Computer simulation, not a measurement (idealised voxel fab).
Process module name: voxel fin reveal
The cross-section shown here is cut; it is 250 nm wide and divided into square cells measuring 5 nm on a side.
In this document a cross-section is written as a grid of square cells. It is given as a series of bands, listed from the top down, and a band is one or more rows of cells. This entry defines a band. It first specifies the height of the band's top and the height of its bottom in nm, and then specifies the band's materials from left to right, stating each material with its width in nm. The word "everywhere" identifies a single material that fills the band from edge to edge, while the word "empty" identifies empty space. Heights from 0 (as-received wafer is one material below). Bottom band endless downward, as "0 and below". A width such as "30..40" changes by the same amount from each row of cells to the next, from the band's top row to its bottom row. Step marked "no alterations made"? Then no cell in the cross-section changed in it. You'll see "Unvented internal voids" listing empty spaces that have no way open to the top, as long as they're 8 cells or more; the notation is width x height at distance, where the distance is from the left edge, and all of it is in nm. Anything after a step's settings on that line? It's the simulator's own note about the step. On any step carrying a mask, the "overlay nm" setting, if present on the step's line, tells how far right of its planned place the mask lay; negative values point to the left.
-- Here's what the planned process steps look like
1,RECEIVE, material Si
2,CONFORMAL_DEP, material SiN, thk nm 10
3,DIRECTIONAL_DEP, material aC, thk nm 10
4,PATTERN, tone cover, mask id FINS, material resist, width nm 15, pitch nm 40, thk nm 25, overlay nm 0
5,DIRECTIONAL_ETCH, etch materials aC, depth nm 10
6,STRIP, etch materials resist
7,DIRECTIONAL_ETCH, etch materials SiN, depth nm 10
8,DIRECTIONAL_ETCH, etch materials Si, depth nm 40
9,STRIP, etch materials aC
10,OXIDIZE, depth nm 5
11,FILL_DEP, material SiO2, thk nm 15
12,CMP, height nm 10
13,SELECTIVE_ETCH, etch materials SiO2, depth nm 20
14,STRIP, etch materials SiN
Quick note for whoever runs this: the wafers start identical, but the width nm at step 4 isn't the same across them. The plan just shows what the first wafer had.
-- Step 1 complete: as-received cross-section of the first of several wafers
> 0 and below  Si everywhere
> Unvented internal voids: none
-- Here's the first of several wafers in cross-section, end of the module, after the last step, step 14
> 0 down to -10  100 of empty, 5 of Si, 35 of empty, 5 of Si, 105 of empty
> -10 down to -45  100 of SiO2, 5 of Si, 35 of SiO2, 5 of Si, 105 of SiO2
> -45 and below  Si everywhere
> Unvented internal voids: none
-- Sectional view of the last wafer upon completion of the module
> 0 down to -10  95 of empty, 15 of Si, 25 of empty, 15 of Si, 100 of empty
> -10 down to -45  95 of SiO2, 15 of Si, 25 of SiO2, 15 of Si, 100 of SiO2
> -45 and below  Si everywhere
> Unvented internal voids: none
-- Wafer rows, end of module: cells per material gained (+) or lost (-) since receipt; closed voids last
width nm 15 | -432 Si | +336 SiO2 | Unvented internal voids: none
width nm 20 | -414 Si | +322 SiO2 | Unvented internal voids: none
width nm 25 | -396 Si | +308 SiO2 | Unvented internal voids: none
